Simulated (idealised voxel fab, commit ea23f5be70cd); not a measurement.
The process module presented herein is designated voxel transistor to metal.
The cross-section shown here is cut; it is 190 nm wide and divided into square cells measuring 5 nm on a side.
In what follows, cross-sections appear as grids of square cells, described through bands that run from the top down, where every band is one or more rows of cells. Heights first: top, then bottom, in nm. Then materials, left to right, each with a width in nm. "edge to edge" on a single material: fills the band edge to edge. "empty": empty space. Heights are measured from 0, the level below which the as-received wafer is all one material; the lowest band has no bottom and continues downward, written as in "from 0 down". A width such as "30->40" changes by the same amount from each row of cells to the next, from the band's top row to its bottom row. For the purposes of this document, the phrase "stayed the same" attached to a step denotes that no cell within the cross-section was modified by that step. If an empty space has no open way to the top and is at least 8 cells in size, "Closed void table" lists it, written width x height at distance, where distance is measured from the left edge and every value is in nm. That trailing text on a step's line, after the settings, is the simulator's own remark on the step. overlay nm: how far to the right of its planned place the mask lay on this masked step (negative: to the left).

[Intended process steps]
1 RECEIVE (material Si)
2 CONFORMAL_DEP (material SiO2; thk nm 5)
3 CONFORMAL_DEP (material SiN; thk nm 15)
4 MASKED_ETCH (tone cover; mask id ACTIVE; width nm 115; etch materials SiN; depth nm 15; overlay nm 0)
5 MASKED_ETCH (tone cover; mask id ACTIVE; width nm 115; etch materials SiO2; depth nm 5; overlay nm 0)
6 MASKED_ETCH (tone cover; mask id ACTIVE; width nm 115; etch materials Si; depth nm 20; overlay nm 0)
7 FILL_DEP (material SiO2; thk nm 5)
8 CMP (height nm 20)
9 SELECTIVE_ETCH (etch materials SiO2; depth nm 10)
10 STRIP (etch materials SiN)
11 SELECTIVE_ETCH (etch materials SiO2; depth nm 5)
12 OXIDIZE (depth nm 5)
13 DIRECTIONAL_DEP (material polySi; thk nm 30)
14 DIRECTIONAL_DEP (material SiCN; thk nm 15)
15 DIRECTIONAL_DEP (material aC; thk nm 10)
16 PATTERN (tone cover; mask id GATE; material resist; width nm 25; thk nm 25; overlay nm 0)
17 DIRECTIONAL_ETCH (etch materials aC; depth nm 10)
18 STRIP (etch materials resist)
19 DIRECTIONAL_ETCH (etch materials SiCN; depth nm 25)
20 DIRECTIONAL_ETCH (etch materials polySi; depth nm 40)
21 STRIP (etch materials aC)
22 CONFORMAL_DEP (material SiN; thk nm 5)
23 DIRECTIONAL_ETCH (etch materials SiN; depth nm 5)
24 DIRECTIONAL_ETCH (etch materials SiO2; depth nm 5)
25 DIRECTIONAL_ETCH (etch materials Si; depth nm 5)
26 EPI (material nSi; thk nm 5)
27 FILL_DEP (material SiO2; thk nm 5)
28 CMP (height nm 30)
29 STRIP (etch materials polySi)
30 SELECTIVE_ETCH (etch materials SiO2; depth nm 5)
31 CONFORMAL_DEP (material HfO2; thk nm 5)
32 CONFORMAL_DEP (material TiN; thk nm 5)
33 FILL_DEP (material W; thk nm 5)
34 CMP (height nm 25)
35 DIRECTIONAL_DEP (material SiO2; thk nm 10)
36 DIRECTIONAL_DEP (material aC; thk nm 15)
37 PATTERN (tone open; mask id CONTACT; material resist; width nm 20; pitch nm 85; thk nm 35; overlay nm 0)
38 DIRECTIONAL_ETCH (etch materials aC; depth nm 15)
39 STRIP (etch materials resist)
40 DIRECTIONAL_ETCH (etch materials SiO2; depth nm 40)
41 STRIP (etch materials aC)
42 CONFORMAL_DEP (material TiN; thk nm 5)
43 FILL_DEP (material W; thk nm 5)
44 CMP (height nm 35)
45 DIRECTIONAL_DEP (material TiN; thk nm 5)
46 DIRECTIONAL_DEP (material Ru; thk nm 25)
47 PATTERN (tone cover; mask id METAL_1; material resist; width nm 20; pitch nm 85; thk nm 20; overlay nm 0)
48 DIRECTIONAL_ETCH (etch materials Ru; depth nm 25)
49 DIRECTIONAL_ETCH (etch materials TiN; depth nm 5)
50 STRIP (etch materials resist)
51 FILL_DEP (material lowk; thk nm 5)
52 CMP (height nm 65)
53 CONFORMAL_DEP (material SiCN; thk nm 5)
54 DIRECTIONAL_DEP (material SiO2; thk nm 30)
55 DIRECTIONAL_DEP (material aC; thk nm 15)
56 PATTERN (tone open; mask id METAL_2; material resist; width nm 20; pitch nm 85; thk nm 30; overlay nm 0)
57 DIRECTIONAL_ETCH (etch materials aC; depth nm 15)
58 STRIP (etch materials resist)
59 DIRECTIONAL_ETCH (etch materials SiO2; depth nm 15)
60 STRIP (etch materials aC)
61 DIRECTIONAL_DEP (material aC; thk nm 15)
62 PATTERN (tone open; mask id METAL_2_HOLES; material resist; width nm 15; pitch nm 85; thk nm 35; overlay nm 0)
63 DIRECTIONAL_ETCH (etch materials aC; depth nm 15)
64 STRIP (etch materials resist)
65 DIRECTIONAL_ETCH (etch materials SiO2; depth nm 15)
66 DIRECTIONAL_ETCH (etch materials SiCN; depth nm 5)
67 STRIP (etch materials aC)
68 CONFORMAL_DEP (material TiN; thk nm 5)
69 FILL_DEP (material Cu; thk nm 5)
70 CMP (height nm 100)
71 CONFORMAL_DEP (material SiCN; thk nm 5)

[Shown in cross-section is the wafer as received, that is, as it stands after step 1]
* from 0 down | Si edge to edge
* Closed void table: none

[The following cross-section depicts the wafer upon conclusion of the module. Processing commenced from the starting condition illustrated above and adhered to the plan illustrated above, save for one mistake in execution]
* from 105 to 100 | SiCN edge to edge
* from 100 to 85 | SiO2 40 nm, SiN 20 nm, SiO2 65 nm, SiN 20 nm, SiO2 45 nm
* from 85 to 70 | SiO2 edge to edge
* from 70 to 65 | SiCN edge to edge
* from 65 to 40 | lowk 40 nm, Ru 20 nm, lowk 65 nm, Ru 20 nm, lowk 45 nm
* from 40 to 35 | lowk 40 nm, TiN 20 nm, lowk 65 nm, TiN 20 nm, lowk 45 nm
* from 35 to 25 | SiO2 40 nm, TiN 5 nm, W 10 nm, TiN 5 nm, SiO2 65 nm, TiN 5 nm, W 10 nm, TiN 5 nm, SiO2 45 nm
* from 25 to 5 | SiO2 40 nm, TiN 5 nm, W 10 nm, TiN 5 nm, SiO2 15 nm, SiN 5 nm, HfO2 5 nm, TiN 5 nm, W 5 nm, TiN 5 nm, HfO2 5 nm, SiN 5 nm, SiO2 15 nm, TiN 5 nm, W 10 nm, TiN 5 nm, SiO2 45 nm
* from 5 to 0 | SiO2 30 nm, SiN 5 nm, SiO2 5 nm, TiN 5 nm, W 10 nm, TiN 5 nm, SiO2 15 nm, SiN 5 nm, HfO2 5 nm, TiN 15 nm, HfO2 5 nm, SiN 5 nm, SiO2 15 nm, TiN 5 nm, W 10 nm, TiN 5 nm, SiO2 5 nm, SiN 5 nm, SiO2 35 nm
* from 0 to -5 | SiO2 40 nm, TiN 20 nm, SiO2 10 nm, nSi 5 nm, HfO2 35 nm, nSi 5 nm, SiO2 10 nm, TiN 20 nm, SiO2 45 nm
* from -5 to -10 | SiO2 35 nm, nSi 40 nm, Si 35 nm, nSi 40 nm, SiO2 40 nm
* from -10 to -20 | SiO2 35 nm, Si 115 nm, SiO2 40 nm
* from -20 down | Si edge to edge
* Closed void table: none
What was done differently from what was planned? heads up, step 61 didn't go per plan, it actually ran as DIRECTIONAL_DEP (material SiN; thk nm 15)
